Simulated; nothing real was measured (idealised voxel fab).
process module | voxel released beams
cross-section cut | 185 nm wide | cells 5 nm
A cross-section is a grid of square cells, given in bands from the top down. A band is one or more rows of cells.
Each band's line starts with the height of the band's top and of its bottom, in nm. Then come its materials from left to right, each with its width in nm. One material with "throughout" fills the band from edge to edge. "air" is empty space.
Height 0 is the level under which the wafer as received is all one material. The lowest band goes on downwards, as in "0 down".
A width such as "30 to 40" changes by the same amount from each row of cells to the next, from the band's top row to its bottom row.
"no change" after a step means that no cell of the cross-section changed.
closed voids: empty space of 8 cells or more with no open way to the top, each as width x height at its distance from the left edge, in nm
after a step's settings: what the simulator itself notes on the step
overlay nm, on a step with a mask: how far to the right of its planned place the mask lay; to the left if negative
plan
1 op RECEIVE | material Si
2 op CONFORMAL_DEP | material SiN | thk nm 5
3 op DIRECTIONAL_DEP | material SiO2 | thk nm 15
4 op MASKED_ETCH | tone open | mask id ANCHOR | width nm 30 | etch materials SiO2 | depth nm 15 | overlay nm 0
5 op CONFORMAL_DEP | material TiN | thk nm 10
6 op PATTERN | tone cover | mask id BEAM | material resist | width nm 105 | thk nm 20 | overlay nm 0
7 op DIRECTIONAL_ETCH | etch materials TiN | depth nm 10
8 op STRIP | etch materials resist
9 op STRIP | etch materials SiO2
first wafer, as planned
as received, after step 1
  0 down: Si throughout
  closed voids: none
after step 2
  5 to 0: SiN throughout
  below 0: unchanged
after step 3
  20 to 5: SiO2 throughout
  below 5: unchanged
after step 4
  20 to 5: SiO2 40 | air 30 | SiO2 115
  below 5: unchanged
after step 5
  30 to 20: TiN 50 | air 10 | TiN 125
  20 to 15: SiO2 40 | TiN 10 | air 10 | TiN 10 | SiO2 115
  15 to 5: SiO2 40 | TiN 30 | SiO2 115
  below 5: unchanged
after step 6
  50 to 30: air 35 | resist 105 | air 45
  30 to 20: TiN 50 | resist 10 | TiN 125
  20 to 15: SiO2 40 | TiN 10 | resist 10 | TiN 10 | SiO2 115
  below 15: unchanged
after step 7
  50 to 30: air 35 | resist 105 | air 45
  30 to 20: air 35 | TiN 15 | resist 10 | TiN 80 | air 45
  below 20: unchanged
after step 8
  30 to 20: air 35 | TiN 15 | air 10 | TiN 80 | air 45
  20 to 15: SiO2 40 | TiN 10 | air 10 | TiN 10 | SiO2 115
  below 15: unchanged
after step 9
  30 to 20: air 35 | TiN 15 | air 10 | TiN 80 | air 45
  20 to 15: air 40 | TiN 10 | air 10 | TiN 10 | air 115
  15 to 5: air 40 | TiN 30 | air 115
  below 5: unchanged
second wafer: like start, like plan, one mistake. Through step 2 it matches the first wafer
when step 3 should have ended: no change
when step 4 should have ended: no change
when step 5 should have ended
  15 to 5: TiN throughout
  below 5: unchanged
when step 6 should have ended
  35 to 15: air 35 | resist 105 | air 45
  below 15: unchanged
when step 7 should have ended
  35 to 15: air 35 | resist 105 | air 45
  15 to 5: air 35 | TiN 105 | air 45
  below 5: unchanged
when step 8 should have ended
  15 to 5: air 35 | TiN 105 | air 45
  below 5: unchanged
when step 9 should have ended: no change
what went wrong: step 3 was left out
at the end the second wafer has, in cells: 12 fewer of TiN
